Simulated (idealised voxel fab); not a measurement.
process module | voxel fin reveal
cross-section cut | 170 nm wide | cells 5 nm
A cross-section is a grid of square cells, given in bands from the top down. A band is one or more rows of cells.
Each band's line starts with the height of the band's top and of its bottom, in nm. Then come its materials from left to right, each with its width in nm. One material with "throughout" fills the band from edge to edge. "air" is empty space.
Height 0 is the level under which the wafer as received is all one material. The lowest band goes on downwards, as in "0 down".
A width such as "30 to 40" changes by the same amount from each row of cells to the next, from the band's top row to its bottom row.
"no change" after a step means that no cell of the cross-section changed.
closed voids: empty space of 8 cells or more with no open way to the top, each as width x height at its distance from the left edge, in nm
after a step's settings: what the simulator itself notes on the step
overlay nm, on a step with a mask: how far to the right of its planned place the mask lay; to the left if negative
plan
1 op RECEIVE | material Si
2 op CONFORMAL_DEP | material SiN | thk nm 5
3 op MASKED_ETCH | tone cover | mask id FINS | width nm 15 | pitch nm 35 | etch materials SiN | depth nm 5 | overlay nm 0
4 op MASKED_ETCH | tone cover | mask id FINS | width nm 15 | pitch nm 35 | etch materials Si | depth nm 35 | overlay nm 0
5 op FILL_DEP | material SiO2 | thk nm 10
6 op CMP | height nm 5
7 op SELECTIVE_ETCH | etch materials SiO2 | depth nm 30
8 op STRIP | etch materials SiN
9 op CONFORMAL_DEP | material SiO2 | thk nm 5
as received, after step 1
  0 down: Si throughout
  closed voids: none
first wafer at the end, as planned
  5 to 0: air 35 | SiO2 25 | air 10 | SiO2 25 | air 10 | SiO2 25 | air 40
  0 to -20: air 35 | SiO2 5 | Si 15 | SiO2 5 | air 10 | SiO2 5 | Si 15 | SiO2 5 | air 10 | SiO2 5 | Si 15 | SiO2 5 | air 40
  -20 to -35: SiO2 40 | Si 15 | SiO2 20 | Si 15 | SiO2 20 | Si 15 | SiO2 45
  -35 down: Si throughout
  closed voids: none
second wafer at the end: like start, like plan, one mistake
  10 to 5: air 35 | SiO2 25 | air 10 | SiO2 25 | air 10 | SiO2 25 | air 40
  5 to 0: air 35 | SiO2 5 | SiN 15 | SiO2 5 | air 10 | SiO2 5 | SiN 15 | SiO2 5 | air 10 | SiO2 5 | SiN 15 | SiO2 5 | air 40
  0 to -30: air 35 | SiO2 5 | Si 15 | SiO2 5 | air 10 | SiO2 5 | Si 15 | SiO2 5 | air 10 | SiO2 5 | Si 15 | SiO2 5 | air 40
  -30 to -35: SiO2 40 | Si 15 | SiO2 20 | Si 15 | SiO2 20 | Si 15 | SiO2 45
  -35 down: Si throughout
  closed voids: none
what went wrong: step 8 ran as: op STRIP | etch materials SiO2
at the end the second wafer has, in cells: 9 more of SiN | 32 fewer of SiO2
